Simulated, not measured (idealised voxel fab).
Process module heading - voxel double patterning
Section cut is 250 nm wide and gridded with 5 nm square cells.
Cross-section format: a grid of square cells, given as bands from top to bottom; each band is one or more rows of cells.
For a band, the entry starts with two heights in nm, that of the top and then that of the bottom, and carries on with the band's materials in order from left to right, each alongside its width in nm; the word "full width" beside a single material means it fills the band edge to edge, and "air" means empty space.
The reference from which all heights are counted is 0, the level beneath which the as-received wafer is entirely one material; the lowest band, having no lower bound, proceeds downward and is written after the example "from 0 down".
Quick explanation for "30..40": the width changes in equal steps down the rows of cells, from the first number in the band's top row to the second number in its bottom row.
"no modification" for a step: no cell of the cross-section changed in that step.
"Non-vented voids" enumerates empty spaces isolated from the top, with no open way to it, that contain at least 8 cells, giving each as width x height at distance from the left edge, all three in nm.
Heads up: the bit after the settings on a step's line is the simulator's remark on that step.
overlay nm: how far to the right of its planned place the mask lay on this masked step (negative: to the left).

-- Process steps (planned)
1. op RECEIVE | material Si
2. op CONFORMAL_DEP | material SiN | thk nm 10
3. op DIRECTIONAL_DEP | material SiO2 | thk nm 20
4. op DIRECTIONAL_DEP | material SiCN | thk nm 10
5. op MASKED_ETCH | tone open | mask id FIRST | width nm 15 | pitch nm 50 | etch materials SiCN | depth nm 10 | overlay nm 0
6. op DIRECTIONAL_DEP | material aC | thk nm 10
7. op PATTERN | tone open | mask id SECOND | material resist | width nm 15 | pitch nm 50 | thk nm 30 | overlay nm 0
8. op DIRECTIONAL_ETCH | etch materials aC | depth nm 10
9. op STRIP | etch materials resist
10. op DIRECTIONAL_ETCH | etch materials SiCN | depth nm 10
11. op STRIP | etch materials aC
12. op DIRECTIONAL_ETCH | etch materials SiO2 | depth nm 20
13. op STRIP | etch materials SiCN

-- Cross-section of the wafer as it came to us, i.e., already through step 1
> from 0 down  Si full width
> Non-vented voids: none

-- Same starting wafer, same plan as above, one mistake in the execution; this is the cross-section at the end of the module
> from 50 to 30  65 of SiO2; 15 of air; 10 of SiO2; 15 of air; 10 of SiO2; 15 of air; 10 of SiO2; 15 of air; 10 of SiO2; 15 of air; 70 of SiO2
> from 30 to 10  SiO2 full width
> from 10 to 0  SiN full width
> from 0 down  Si full width
> Non-vented voids: none
In executing the process, a mistake was made relative to the plan: step 3 from the plan got run twice
